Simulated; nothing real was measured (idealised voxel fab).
process module | voxel self aligned vias
cross-section cut | 235 nm wide | cells 5 nm
A cross-section is a grid of square cells, given in bands from the top down. A band is one or more rows of cells.
Each band's line starts with the height of the band's top and of its bottom, in nm. Then come its materials from left to right, each with its width in nm. One material with "throughout" fills the band from edge to edge. "air" is empty space.
Height 0 is the level under which the wafer as received is all one material. The lowest band goes on downwards, as in "0 down".
A width such as "30 to 40" changes by the same amount from each row of cells to the next, from the band's top row to its bottom row.
"no change" after a step means that no cell of the cross-section changed.
closed voids: empty space of 8 cells or more with no open way to the top, each as width x height at its distance from the left edge, in nm
after a step's settings: what the simulator itself notes on the step
overlay nm, on a step with a mask: how far to the right of its planned place the mask lay; to the left if negative
Each pair below shows a cross-section before one step and the cross-section after it, down to the lowest band that changed. The line under each pair gives the step between them, with its settings. The pairs can come from different runs of this module on the same starting wafer, so a pair continues from the pair above only where its "before" says so.
before
  0 down: Si throughout
  closed voids: none
after
  10 to 0: SiO2 throughout
  below 0: unchanged
  closed voids: none
the step between: op CONFORMAL_DEP | material SiO2 | thk nm 10
before: the cross-section after the pair above
after
  15 to 10: SiCN throughout
  below 10: unchanged
  closed voids: none
the step between: op CONFORMAL_DEP | material SiCN | thk nm 5
before: the cross-section after the pair above
after
  35 to 15: SiO2 throughout
  below 15: unchanged
  closed voids: none
the step between: op DIRECTIONAL_DEP | material SiO2 | thk nm 20
before: the cross-section after the pair above
after
  35 to 15: SiO2 70 | air 25 | SiO2 45 | air 25 | SiO2 70
  below 15: unchanged
  closed voids: none
the step between: op MASKED_ETCH | tone open | mask id LINES | width nm 25 | pitch nm 70 | etch materials SiO2 | depth nm 20 | overlay nm 0
before: the cross-section after the pair above
after
  40 to 35: TiN 75 | air 15 | TiN 55 | air 15 | TiN 75
  35 to 20: SiO2 70 | TiN 5 | air 15 | TiN 5 | SiO2 45 | TiN 5 | air 15 | TiN 5 | SiO2 70
  20 to 15: SiO2 70 | TiN 25 | SiO2 45 | TiN 25 | SiO2 70
  below 15: unchanged
  closed voids: none
the step between: op CONFORMAL_DEP | material TiN | thk nm 5
before: the cross-section after the pair above
after
  50 to 40: W throughout
  40 to 35: TiN 75 | W 15 | TiN 55 | W 15 | TiN 75
  35 to 20: SiO2 70 | TiN 5 | W 15 | TiN 5 | SiO2 45 | TiN 5 | W 15 | TiN 5 | SiO2 70
  below 20: unchanged
  closed voids: none
the step between: op FILL_DEP | material W | thk nm 10
before: the cross-section after the pair above
after
  35 to 20: SiO2 70 | TiN 5 | W 15 | TiN 5 | SiO2 45 | TiN 5 | W 15 | TiN 5 | SiO2 70
  below 20: unchanged
  closed voids: none
the step between: op CMP | height nm 35
before: the cross-section after the pair above
after
  35 to 30: SiO2 70 | air 25 | SiO2 45 | air 25 | SiO2 70
  below 30: unchanged
  closed voids: none
the step between: op SELECTIVE_ETCH | etch materials W Ru TiN | depth nm 5
before: the cross-section after the pair above
after
  40 to 35: SiN throughout
  35 to 30: SiO2 70 | SiN 25 | SiO2 45 | SiN 25 | SiO2 70
  below 30: unchanged
  closed voids: none
the step between: op FILL_DEP | material SiN | thk nm 5
before: the cross-section after the pair above
after
  35 to 30: SiO2 70 | SiN 25 | SiO2 45 | SiN 25 | SiO2 70
  below 30: unchanged
  closed voids: none
the step between: op CMP | height nm 35
before: the cross-section after the pair above
after
  50 to 35: SiO2 throughout
  below 35: unchanged
  closed voids: none
the step between: op DIRECTIONAL_DEP | material SiO2 | thk nm 15
before: the cross-section after the pair above
after
  50 to 35: SiO2 60 | air 45 | SiO2 25 | air 45 | SiO2 60
  below 35: unchanged
  closed voids: none
the step between: op MASKED_ETCH | tone open | mask id VIAS | width nm 45 | pitch nm 70 | etch materials SiO2 | depth nm 15 | overlay nm 0
before: the cross-section after the pair above
after
  50 to 35: SiO2 60 | air 45 | SiO2 25 | air 45 | SiO2 60
  35 to 30: SiO2 70 | air 25 | SiO2 45 | air 25 | SiO2 70
  below 30: unchanged
  closed voids: none
the step between: op MASKED_ETCH | tone open | mask id VIAS | width nm 45 | pitch nm 70 | etch materials SiN | depth nm 5 | overlay nm 0
before: the cross-section after the pair above
after
  55 to 50: TiN 65 | air 35 | TiN 35 | air 35 | TiN 65
  50 to 40: SiO2 60 | TiN 5 | air 35 | TiN 5 | SiO2 25 | TiN 5 | air 35 | TiN 5 | SiO2 60
  40 to 35: SiO2 60 | TiN 15 | air 15 | TiN 15 | SiO2 25 | TiN 15 | air 15 | TiN 15 | SiO2 60
  35 to 30: SiO2 70 | TiN 25 | SiO2 45 | TiN 25 | SiO2 70
  below 30: unchanged
  closed voids: none
the step between: op CONFORMAL_DEP | material TiN | thk nm 5
before: the cross-section after the pair above
after
  65 to 55: W throughout
  55 to 50: TiN 65 | W 35 | TiN 35 | W 35 | TiN 65
  50 to 40: SiO2 60 | TiN 5 | W 35 | TiN 5 | SiO2 25 | TiN 5 | W 35 | TiN 5 | SiO2 60
  40 to 35: SiO2 60 | TiN 15 | W 15 | TiN 15 | SiO2 25 | TiN 15 | W 15 | TiN 15 | SiO2 60
  below 35: unchanged
  closed voids: none
the step between: op FILL_DEP | material W | thk nm 10
before: the cross-section after the pair above
after
  50 to 40: SiO2 60 | TiN 5 | W 35 | TiN 5 | SiO2 25 | TiN 5 | W 35 | TiN 5 | SiO2 60
  below 40: unchanged
  closed voids: none
the step between: op CMP | height nm 50
before: the cross-section after the pair above
after
  55 to 50: SiN throughout
  below 50: unchanged
  closed voids: none
the step between: op CONFORMAL_DEP | material SiN | thk nm 5
before
  65 to 55: W throughout
  55 to 50: TiN 65 | W 35 | TiN 35 | W 35 | TiN 65
  50 to 40: SiO2 60 | TiN 5 | W 35 | TiN 5 | SiO2 25 | TiN 5 | W 35 | TiN 5 | SiO2 60
  40 to 35: SiO2 60 | TiN 15 | W 15 | TiN 15 | SiO2 25 | TiN 15 | W 15 | TiN 15 | SiO2 60
  35 to 30: SiO2 70 | TiN 25 | SiO2 45 | TiN 25 | SiO2 70
  30 to 20: SiO2 70 | TiN 5 | W 15 | TiN 5 | SiO2 45 | TiN 5 | W 15 | TiN 5 | SiO2 70
  20 to 15: SiO2 70 | TiN 25 | SiO2 45 | TiN 25 | SiO2 70
  15 to 10: SiCN throughout
  10 to 0: SiO2 throughout
  0 down: Si throughout
  closed voids: none
after
  70 to 65: SiN throughout
  below 65: unchanged
  closed voids: none
the step between: op CONFORMAL_DEP | material SiN | thk nm 5
before
  50 to 35: SiO2 60 | air 45 | SiO2 25 | air 45 | SiO2 60
  35 to 30: SiO2 70 | SiN 25 | SiO2 45 | SiN 25 | SiO2 70
  30 to 20: SiO2 70 | TiN 5 | W 15 | TiN 5 | SiO2 45 | TiN 5 | W 15 | TiN 5 | SiO2 70
  20 to 15: SiO2 70 | TiN 25 | SiO2 45 | TiN 25 | SiO2 70
  15 to 10: SiCN throughout
  10 to 0: SiO2 throughout
  0 down: Si throughout
  closed voids: none
after
  50 to 35: SiO2 60 | air 45 | SiO2 25 | air 45 | SiO2 60
  35 to 30: SiO2 60 | air 10 | SiN 25 | air 10 | SiO2 25 | air 10 | SiN 25 | air 10 | SiO2 60
  30 to 20: SiO2 60 | air 10 | TiN 5 | W 15 | TiN 5 | air 10 | SiO2 25 | air 10 | TiN 5 | W 15 | TiN 5 | air 10 | SiO2 60
  below 20: unchanged
  closed voids: none
the step between: op MASKED_ETCH | tone open | mask id VIAS | width nm 45 | pitch nm 70 | etch materials SiO2 | depth nm 15 | overlay nm 0
before: the cross-section after the pair above
after
  50 to 30: SiO2 60 | air 45 | SiO2 25 | air 45 | SiO2 60
  below 30: unchanged
  closed voids: none
the step between: op MASKED_ETCH | tone open | mask id VIAS | width nm 45 | pitch nm 70 | etch materials SiN | depth nm 5 | overlay nm 0
before: the cross-section after the pair above
after
  55 to 50: TiN 65 | air 35 | TiN 35 | air 35 | TiN 65
  50 to 35: SiO2 60 | TiN 5 | air 35 | TiN 5 | SiO2 25 | TiN 5 | air 35 | TiN 5 | SiO2 60
  35 to 30: SiO2 60 | TiN 45 | SiO2 25 | TiN 45 | SiO2 60
  30 to 20: SiO2 60 | TiN 15 | W 15 | TiN 15 | SiO2 25 | TiN 15 | W 15 | TiN 15 | SiO2 60
  below 20: unchanged
  closed voids: none
the step between: op CONFORMAL_DEP | material TiN | thk nm 5
before: the cross-section after the pair above
after
  65 to 55: W throughout
  55 to 50: TiN 65 | W 35 | TiN 35 | W 35 | TiN 65
  50 to 35: SiO2 60 | TiN 5 | W 35 | TiN 5 | SiO2 25 | TiN 5 | W 35 | TiN 5 | SiO2 60
  below 35: unchanged
  closed voids: none
the step between: op FILL_DEP | material W | thk nm 10
before: the cross-section after the pair above
after
  50 to 35: SiO2 60 | TiN 5 | W 35 | TiN 5 | SiO2 25 | TiN 5 | W 35 | TiN 5 | SiO2 60
  below 35: unchanged
  closed voids: none
the step between: op CMP | height nm 50
before: the cross-section after the pair above
after
  55 to 50: SiN throughout
  below 50: unchanged
  closed voids: none
the step between: op CONFORMAL_DEP | material SiN | thk nm 5
before
  35 to 30: SiO2 70 | SiN 25 | SiO2 45 | SiN 25 | SiO2 70
  30 to 20: SiO2 70 | TiN 5 | W 15 | TiN 5 | SiO2 45 | TiN 5 | W 15 | TiN 5 | SiO2 70
  20 to 15: SiO2 70 | TiN 25 | SiO2 45 | TiN 25 | SiO2 70
  15 to 10: SiCN throughout
  10 to 0: SiO2 throughout
  0 down: Si throughout
  closed voids: none
after
  35 to 30: SiO2 60 | air 10 | SiN 25 | air 10 | SiO2 25 | air 10 | SiN 25 | air 10 | SiO2 60
  30 to 20: SiO2 60 | air 10 | TiN 5 | W 15 | TiN 5 | air 10 | SiO2 25 | air 10 | TiN 5 | W 15 | TiN 5 | air 10 | SiO2 60
  below 20: unchanged
  closed voids: none
the step between: op MASKED_ETCH | tone open | mask id VIAS | width nm 45 | pitch nm 70 | etch materials SiO2 | depth nm 15 | overlay nm 0
before: the cross-section after the pair above
after
  50 to 35: SiO2 60 | air 10 | SiO2 25 | air 10 | SiO2 25 | air 10 | SiO2 25 | air 10 | SiO2 60
  35 to 30: SiO2 70 | SiN 25 | SiO2 45 | SiN 25 | SiO2 70
  30 to 20: SiO2 70 | TiN 5 | W 15 | TiN 5 | SiO2 45 | TiN 5 | W 15 | TiN 5 | SiO2 70
  below 20: unchanged
  closed voids: none
the step between: op DIRECTIONAL_DEP | material SiO2 | thk nm 15
before: the cross-section after the pair above
after
  55 to 50: TiN throughout
  50 to 35: SiO2 60 | TiN 10 | SiO2 25 | TiN 10 | SiO2 25 | TiN 10 | SiO2 25 | TiN 10 | SiO2 60
  below 35: unchanged
  closed voids: none
the step between: op CONFORMAL_DEP | material TiN | thk nm 5
before: the cross-section after the pair above
after
  65 to 55: W throughout
  below 55: unchanged
  closed voids: none
the step between: op FILL_DEP | material W | thk nm 10
before: the cross-section after the pair above
after
  50 to 35: SiO2 60 | TiN 10 | SiO2 25 | TiN 10 | SiO2 25 | TiN 10 | SiO2 25 | TiN 10 | SiO2 60
  below 35: unchanged
  closed voids: none
the step between: op CMP | height nm 50
before: the cross-section after the pair above
after
  55 to 50: SiN throughout
  below 50: unchanged
  closed voids: none
the step between: op CONFORMAL_DEP | material SiN | thk nm 5
before
  15 to 10: SiCN throughout
  10 to 0: SiO2 throughout
  0 down: Si throughout
  closed voids: none
after
  30 to 15: SiO2 throughout
  below 15: unchanged
  closed voids: none
the step between: op DIRECTIONAL_DEP | material SiO2 | thk nm 15
before: the cross-section after the pair above
after
  30 to 15: SiO2 70 | air 25 | SiO2 45 | air 25 | SiO2 70
  below 15: unchanged
  closed voids: none
the step between: op MASKED_ETCH | tone open | mask id LINES | width nm 25 | pitch nm 70 | etch materials SiO2 | depth nm 20 | overlay nm 0
before: the cross-section after the pair above
after
  35 to 30: TiN 75 | air 15 | TiN 55 | air 15 | TiN 75
  30 to 20: SiO2 70 | TiN 5 | air 15 | TiN 5 | SiO2 45 | TiN 5 | air 15 | TiN 5 | SiO2 70
  20 to 15: SiO2 70 | TiN 25 | SiO2 45 | TiN 25 | SiO2 70
  below 15: unchanged
  closed voids: none
the step between: op CONFORMAL_DEP | material TiN | thk nm 5
before: the cross-section after the pair above
after
  45 to 35: W throughout
  35 to 30: TiN 75 | W 15 | TiN 55 | W 15 | TiN 75
  30 to 20: SiO2 70 | TiN 5 | W 15 | TiN 5 | SiO2 45 | TiN 5 | W 15 | TiN 5 | SiO2 70
  below 20: unchanged
  closed voids: none
the step between: op FILL_DEP | material W | thk nm 10
before: the cross-section after the pair above
after
  35 to 30: TiN 75 | W 15 | TiN 55 | W 15 | TiN 75
  below 30: unchanged
  closed voids: none
the step between: op CMP | height nm 35
before: the cross-section after the pair above
after
  30 to 20: SiO2 70 | TiN 5 | W 15 | TiN 5 | SiO2 45 | TiN 5 | W 15 | TiN 5 | SiO2 70
  below 20: unchanged
  closed voids: none
the step between: op SELECTIVE_ETCH | etch materials W Ru TiN | depth nm 5
before: the cross-section after the pair above
after
  35 to 30: SiN throughout
  below 30: unchanged
  closed voids: none
the step between: op FILL_DEP | material SiN | thk nm 5
before: the cross-section after the pair above
after
  50 to 35: SiO2 throughout
  below 35: unchanged
  closed voids: none
the step between: op DIRECTIONAL_DEP | material SiO2 | thk nm 15
before: the cross-section after the pair above
after
  50 to 35: SiO2 60 | air 45 | SiO2 25 | air 45 | SiO2 60
  below 35: unchanged
  closed voids: none
the step between: op MASKED_ETCH | tone open | mask id VIAS | width nm 45 | pitch nm 70 | etch materials SiO2 | depth nm 15 | overlay nm 0
before: the cross-section after the pair above
after
  50 to 35: SiO2 60 | air 45 | SiO2 25 | air 45 | SiO2 60
  35 to 30: SiN 60 | air 45 | SiN 25 | air 45 | SiN 60
  below 30: unchanged
  closed voids: none
the step between: op MASKED_ETCH | tone open | mask id VIAS | width nm 45 | pitch nm 70 | etch materials SiN | depth nm 5 | overlay nm 0
before: the cross-section after the pair above
after
  55 to 50: TiN 65 | air 35 | TiN 35 | air 35 | TiN 65
  50 to 35: SiO2 60 | TiN 5 | air 35 | TiN 5 | SiO2 25 | TiN 5 | air 35 | TiN 5 | SiO2 60
  35 to 30: SiN 60 | TiN 45 | SiN 25 | TiN 45 | SiN 60
  below 30: unchanged
  closed voids: none
the step between: op CONFORMAL_DEP | material TiN | thk nm 5
before: the cross-section after the pair above
after
  65 to 55: W throughout
  55 to 50: TiN 65 | W 35 | TiN 35 | W 35 | TiN 65
  50 to 35: SiO2 60 | TiN 5 | W 35 | TiN 5 | SiO2 25 | TiN 5 | W 35 | TiN 5 | SiO2 60
  below 35: unchanged
  closed voids: none
the step between: op FILL_DEP | material W | thk nm 10
before: the cross-section after the pair above
after
  50 to 35: SiO2 60 | TiN 5 | W 35 | TiN 5 | SiO2 25 | TiN 5 | W 35 | TiN 5 | SiO2 60
  below 35: unchanged
  closed voids: none
the step between: op CMP | height nm 50
before: the cross-section after the pair above
after
  55 to 50: SiN throughout
  below 50: unchanged
  closed voids: none
the step between: op CONFORMAL_DEP | material SiN | thk nm 5
before
  50 to 35: SiO2 throughout
  35 to 30: SiO2 70 | SiN 25 | SiO2 45 | SiN 25 | SiO2 70
  30 to 20: SiO2 70 | TiN 5 | W 15 | TiN 5 | SiO2 45 | TiN 5 | W 15 | TiN 5 | SiO2 70
  20 to 15: SiO2 70 | TiN 25 | SiO2 45 | TiN 25 | SiO2 70
  15 to 10: SiCN throughout
  10 to 0: SiO2 throughout
  0 down: Si throughout
  closed voids: none
after
  50 to 35: SiO2 65 | air 35 | SiO2 35 | air 35 | SiO2 65
  below 35: unchanged
  closed voids: none
the step between: op MASKED_ETCH | tone open | mask id VIAS | width nm 35 | pitch nm 70 | etch materials SiO2 | depth nm 15 | overlay nm 0
before: the cross-section after the pair above
after
  50 to 35: SiO2 65 | air 35 | SiO2 35 | air 35 | SiO2 65
  35 to 30: SiO2 70 | air 25 | SiO2 45 | air 25 | SiO2 70
  below 30: unchanged
  closed voids: none
the step between: op MASKED_ETCH | tone open | mask id VIAS | width nm 45 | pitch nm 70 | etch materials SiN | depth nm 5 | overlay nm 0
before: the cross-section after the pair above
after
  55 to 50: TiN 70 | air 25 | TiN 45 | air 25 | TiN 70
  50 to 40: SiO2 65 | TiN 5 | air 25 | TiN 5 | SiO2 35 | TiN 5 | air 25 | TiN 5 | SiO2 65
  40 to 35: SiO2 65 | TiN 10 | air 15 | TiN 10 | SiO2 35 | TiN 10 | air 15 | TiN 10 | SiO2 65
  35 to 30: SiO2 70 | TiN 25 | SiO2 45 | TiN 25 | SiO2 70
  below 30: unchanged
  closed voids: none
the step between: op CONFORMAL_DEP | material TiN | thk nm 5
before: the cross-section after the pair above
after
  65 to 55: W throughout
  55 to 50: TiN 70 | W 25 | TiN 45 | W 25 | TiN 70
  50 to 40: SiO2 65 | TiN 5 | W 25 | TiN 5 | SiO2 35 | TiN 5 | W 25 | TiN 5 | SiO2 65
  40 to 35: SiO2 65 | TiN 10 | W 15 | TiN 10 | SiO2 35 | TiN 10 | W 15 | TiN 10 | SiO2 65
  below 35: unchanged
  closed voids: none
the step between: op FILL_DEP | material W | thk nm 10
before: the cross-section after the pair above
after
  50 to 40: SiO2 65 | TiN 5 | W 25 | TiN 5 | SiO2 35 | TiN 5 | W 25 | TiN 5 | SiO2 65
  below 40: unchanged
  closed voids: none
the step between: op CMP | height nm 50
before: the cross-section after the pair above
after
  55 to 50: SiN throughout
  below 50: unchanged
  closed voids: none
the step between: op CONFORMAL_DEP | material SiN | thk nm 5
before
  50 to 35: SiO2 throughout
  35 to 30: SiO2 70 | SiN 25 | SiO2 45 | SiN 25 | SiO2 70
  30 to 20: SiO2 70 | TiN 5 | W 15 | TiN 5 | SiO2 45 | TiN 5 | W 15 | TiN 5 | SiO2 70
  20 to 15: SiO2 70 | TiN 25 | SiO2 45 | TiN 25 | SiO2 70
  15 to 10: SiCN throughout
  10 to 0: SiO2 throughout
  0 down: Si throughout
  closed voids: none
after
  50 to 35: SiO2 70 | air 45 | SiO2 25 | air 45 | SiO2 50
  below 35: unchanged
  closed voids: none
the step between: op MASKED_ETCH | tone open | mask id VIAS | width nm 45 | pitch nm 70 | etch materials SiO2 | depth nm 15 | overlay nm 10
before: the cross-section after the pair above
after
  50 to 35: SiO2 70 | air 45 | SiO2 25 | air 45 | SiO2 50
  35 to 30: SiO2 70 | air 25 | SiO2 45 | air 25 | SiO2 70
  below 30: unchanged
  closed voids: none
the step between: op MASKED_ETCH | tone open | mask id VIAS | width nm 45 | pitch nm 70 | etch materials SiN | depth nm 5 | overlay nm 0
before: the cross-section after the pair above
after
  55 to 50: TiN 75 | air 35 | TiN 35 | air 35 | TiN 55
  50 to 40: SiO2 70 | TiN 5 | air 35 | TiN 5 | SiO2 25 | TiN 5 | air 35 | TiN 5 | SiO2 50
  40 to 35: SiO2 70 | TiN 5 | air 15 | TiN 25 | SiO2 25 | TiN 5 | air 15 | TiN 25 | SiO2 50
  35 to 30: SiO2 70 | TiN 25 | SiO2 45 | TiN 25 | SiO2 70
  below 30: unchanged
  closed voids: none
the step between: op CONFORMAL_DEP | material TiN | thk nm 5
before: the cross-section after the pair above
after
  65 to 55: W throughout
  55 to 50: TiN 75 | W 35 | TiN 35 | W 35 | TiN 55
  50 to 40: SiO2 70 | TiN 5 | W 35 | TiN 5 | SiO2 25 | TiN 5 | W 35 | TiN 5 | SiO2 50
  40 to 35: SiO2 70 | TiN 5 | W 15 | TiN 25 | SiO2 25 | TiN 5 | W 15 | TiN 25 | SiO2 50
  below 35: unchanged
  closed voids: none
the step between: op FILL_DEP | material W | thk nm 10
before: the cross-section after the pair above
after
  50 to 40: SiO2 70 | TiN 5 | W 35 | TiN 5 | SiO2 25 | TiN 5 | W 35 | TiN 5 | SiO2 50
  below 40: unchanged
  closed voids: none
the step between: op CMP | height nm 50
before: the cross-section after the pair above
after
  55 to 50: SiN throughout
  below 50: unchanged
  closed voids: none
the step between: op CONFORMAL_DEP | material SiN | thk nm 5
before
  10 to 0: SiO2 throughout
  0 down: Si throughout
  closed voids: none
after
  15 to 10: TiN throughout
  below 10: unchanged
  closed voids: none
the step between: op CONFORMAL_DEP | material TiN | thk nm 5
before: the cross-section after the pair above
after
  35 to 15: SiO2 throughout
  below 15: unchanged
  closed voids: none
the step between: op DIRECTIONAL_DEP | material SiO2 | thk nm 20
before: the cross-section after the pair above
after
  35 to 15: SiO2 70 | air 25 | SiO2 45 | air 25 | SiO2 70
  below 15: unchanged
  closed voids: none
the step between: op MASKED_ETCH | tone open | mask id LINES | width nm 25 | pitch nm 70 | etch materials SiO2 | depth nm 20 | overlay nm 0
before: the cross-section after the pair above
after
  40 to 35: TiN 75 | air 15 | TiN 55 | air 15 | TiN 75
  35 to 20: SiO2 70 | TiN 5 | air 15 | TiN 5 | SiO2 45 | TiN 5 | air 15 | TiN 5 | SiO2 70
  20 to 15: SiO2 70 | TiN 25 | SiO2 45 | TiN 25 | SiO2 70
  below 15: unchanged
  closed voids: none
the step between: op CONFORMAL_DEP | material TiN | thk nm 5
before: the cross-section after the pair above
after
  50 to 40: W throughout
  40 to 35: TiN 75 | W 15 | TiN 55 | W 15 | TiN 75
  35 to 20: SiO2 70 | TiN 5 | W 15 | TiN 5 | SiO2 45 | TiN 5 | W 15 | TiN 5 | SiO2 70
  below 20: unchanged
  closed voids: none
the step between: op FILL_DEP | material W | thk nm 10
before: the cross-section after the pair above
after
  35 to 20: SiO2 70 | TiN 5 | W 15 | TiN 5 | SiO2 45 | TiN 5 | W 15 | TiN 5 | SiO2 70
  below 20: unchanged
  closed voids: none
the step between: op CMP | height nm 35
before: the cross-section after the pair above
after
  35 to 30: SiO2 70 | air 25 | SiO2 45 | air 25 | SiO2 70
  below 30: unchanged
  closed voids: none
the step between: op SELECTIVE_ETCH | etch materials W Ru TiN | depth nm 5
before: the cross-section after the pair above
after
  40 to 35: SiN throughout
  35 to 30: SiO2 70 | SiN 25 | SiO2 45 | SiN 25 | SiO2 70
  below 30: unchanged
  closed voids: none
the step between: op FILL_DEP | material SiN | thk nm 5
before: the cross-section after the pair above
after
  35 to 30: SiO2 70 | SiN 25 | SiO2 45 | SiN 25 | SiO2 70
  below 30: unchanged
  closed voids: none
the step between: op CMP | height nm 35
before: the cross-section after the pair above
after
  50 to 35: SiO2 throughout
  below 35: unchanged
  closed voids: none
the step between: op DIRECTIONAL_DEP | material SiO2 | thk nm 15
before: the cross-section after the pair above
after
  50 to 35: SiO2 60 | air 45 | SiO2 25 | air 45 | SiO2 60
  below 35: unchanged
  closed voids: none
the step between: op MASKED_ETCH | tone open | mask id VIAS | width nm 45 | pitch nm 70 | etch materials SiO2 | depth nm 15 | overlay nm 0
before: the cross-section after the pair above
after
  50 to 35: SiO2 60 | air 45 | SiO2 25 | air 45 | SiO2 60
  35 to 30: SiO2 70 | air 25 | SiO2 45 | air 25 | SiO2 70
  below 30: unchanged
  closed voids: none
the step between: op MASKED_ETCH | tone open | mask id VIAS | width nm 45 | pitch nm 70 | etch materials SiN | depth nm 5 | overlay nm 0
before: the cross-section after the pair above
after
  55 to 50: TiN 65 | air 35 | TiN 35 | air 35 | TiN 65
  50 to 40: SiO2 60 | TiN 5 | air 35 | TiN 5 | SiO2 25 | TiN 5 | air 35 | TiN 5 | SiO2 60
  40 to 35: SiO2 60 | TiN 15 | air 15 | TiN 15 | SiO2 25 | TiN 15 | air 15 | TiN 15 | SiO2 60
  35 to 30: SiO2 70 | TiN 25 | SiO2 45 | TiN 25 | SiO2 70
  below 30: unchanged
  closed voids: none
the step between: op CONFORMAL_DEP | material TiN | thk nm 5
before: the cross-section after the pair above
after
  65 to 55: W throughout
  55 to 50: TiN 65 | W 35 | TiN 35 | W 35 | TiN 65
  50 to 40: SiO2 60 | TiN 5 | W 35 | TiN 5 | SiO2 25 | TiN 5 | W 35 | TiN 5 | SiO2 60
  40 to 35: SiO2 60 | TiN 15 | W 15 | TiN 15 | SiO2 25 | TiN 15 | W 15 | TiN 15 | SiO2 60
  below 35: unchanged
  closed voids: none
the step between: op FILL_DEP | material W | thk nm 10
before: the cross-section after the pair above
after
  50 to 40: SiO2 60 | TiN 5 | W 35 | TiN 5 | SiO2 25 | TiN 5 | W 35 | TiN 5 | SiO2 60
  below 40: unchanged
  closed voids: none
the step between: op CMP | height nm 50
before: the cross-section after the pair above
after
  55 to 50: SiN throughout
  below 50: unchanged
  closed voids: none
the step between: op CONFORMAL_DEP | material SiN | thk nm 5
before
  35 to 15: SiO2 throughout
  15 to 10: SiCN throughout
  10 to 0: SiO2 throughout
  0 down: Si throughout
  closed voids: none
after
  35 to 15: air 70 | SiO2 25 | air 45 | SiO2 25 | air 70
  below 15: unchanged
  closed voids: none
the step between: op MASKED_ETCH | tone cover | mask id LINES | width nm 25 | pitch nm 70 | etch materials SiO2 | depth nm 20 | overlay nm 0
before: the cross-section after the pair above
after
  40 to 35: air 65 | TiN 35 | air 35 | TiN 35 | air 65
  35 to 20: air 65 | TiN 5 | SiO2 25 | TiN 5 | air 35 | TiN 5 | SiO2 25 | TiN 5 | air 65
  20 to 15: TiN 70 | SiO2 25 | TiN 45 | SiO2 25 | TiN 70
  below 15: unchanged
  closed voids: none
the step between: op CONFORMAL_DEP | material TiN | thk nm 5
before: the cross-section after the pair above
after
  50 to 40: W throughout
  40 to 35: W 65 | TiN 35 | W 35 | TiN 35 | W 65
  35 to 20: W 65 | TiN 5 | SiO2 25 | TiN 5 | W 35 | TiN 5 | SiO2 25 | TiN 5 | W 65
  below 20: unchanged
  closed voids: none
the step between: op FILL_DEP | material W | thk nm 10
before: the cross-section after the pair above
after
  35 to 20: W 65 | TiN 5 | SiO2 25 | TiN 5 | W 35 | TiN 5 | SiO2 25 | TiN 5 | W 65
  below 20: unchanged
  closed voids: none
the step between: op CMP | height nm 35
before: the cross-section after the pair above
after
  35 to 30: air 70 | SiO2 25 | air 45 | SiO2 25 | air 70
  below 30: unchanged
  closed voids: none
the step between: op SELECTIVE_ETCH | etch materials W Ru TiN | depth nm 5
before: the cross-section after the pair above
after
  40 to 35: SiN throughout
  35 to 30: SiN 70 | SiO2 25 | SiN 45 | SiO2 25 | SiN 70
  below 30: unchanged
  closed voids: none
the step between: op FILL_DEP | material SiN | thk nm 5
before: the cross-section after the pair above
after
  35 to 30: SiN 70 | SiO2 25 | SiN 45 | SiO2 25 | SiN 70
  below 30: unchanged
  closed voids: none
the step between: op CMP | height nm 35
before: the cross-section after the pair above
after
  50 to 35: SiO2 throughout
  below 35: unchanged
  closed voids: none
the step between: op DIRECTIONAL_DEP | material SiO2 | thk nm 15
before: the cross-section after the pair above
after
  50 to 35: SiO2 60 | air 45 | SiO2 25 | air 45 | SiO2 60
  below 35: unchanged
  closed voids: none
the step between: op MASKED_ETCH | tone open | mask id VIAS | width nm 45 | pitch nm 70 | etch materials SiO2 | depth nm 15 | overlay nm 0
before: the cross-section after the pair above
after
  50 to 35: SiO2 60 | air 45 | SiO2 25 | air 45 | SiO2 60
  35 to 30: SiN 60 | air 10 | SiO2 25 | air 10 | SiN 25 | air 10 | SiO2 25 | air 10 | SiN 60
  below 30: unchanged
  closed voids: none
the step between: op MASKED_ETCH | tone open | mask id VIAS | width nm 45 | pitch nm 70 | etch materials SiN | depth nm 5 | overlay nm 0
before: the cross-section after the pair above
after
  55 to 50: TiN 65 | air 35 | TiN 35 | air 35 | TiN 65
  50 to 40: SiO2 60 | TiN 5 | air 35 | TiN 5 | SiO2 25 | TiN 5 | air 35 | TiN 5 | SiO2 60
  40 to 35: SiO2 60 | TiN 45 | SiO2 25 | TiN 45 | SiO2 60
  35 to 30: SiN 60 | TiN 10 | SiO2 25 | TiN 10 | SiN 25 | TiN 10 | SiO2 25 | TiN 10 | SiN 60
  below 30: unchanged
  closed voids: none
the step between: op CONFORMAL_DEP | material TiN | thk nm 5
before: the cross-section after the pair above
after
  65 to 55: W throughout
  55 to 50: TiN 65 | W 35 | TiN 35 | W 35 | TiN 65
  50 to 40: SiO2 60 | TiN 5 | W 35 | TiN 5 | SiO2 25 | TiN 5 | W 35 | TiN 5 | SiO2 60
  below 40: unchanged
  closed voids: none
the step between: op FILL_DEP | material W | thk nm 10
before: the cross-section after the pair above
after
  50 to 40: SiO2 60 | TiN 5 | W 35 | TiN 5 | SiO2 25 | TiN 5 | W 35 | TiN 5 | SiO2 60
  below 40: unchanged
  closed voids: none
the step between: op CMP | height nm 50
before: the cross-section after the pair above
after
  55 to 50: SiN throughout
  below 50: unchanged
  closed voids: none
the step between: op CONFORMAL_DEP | material SiN | thk nm 5
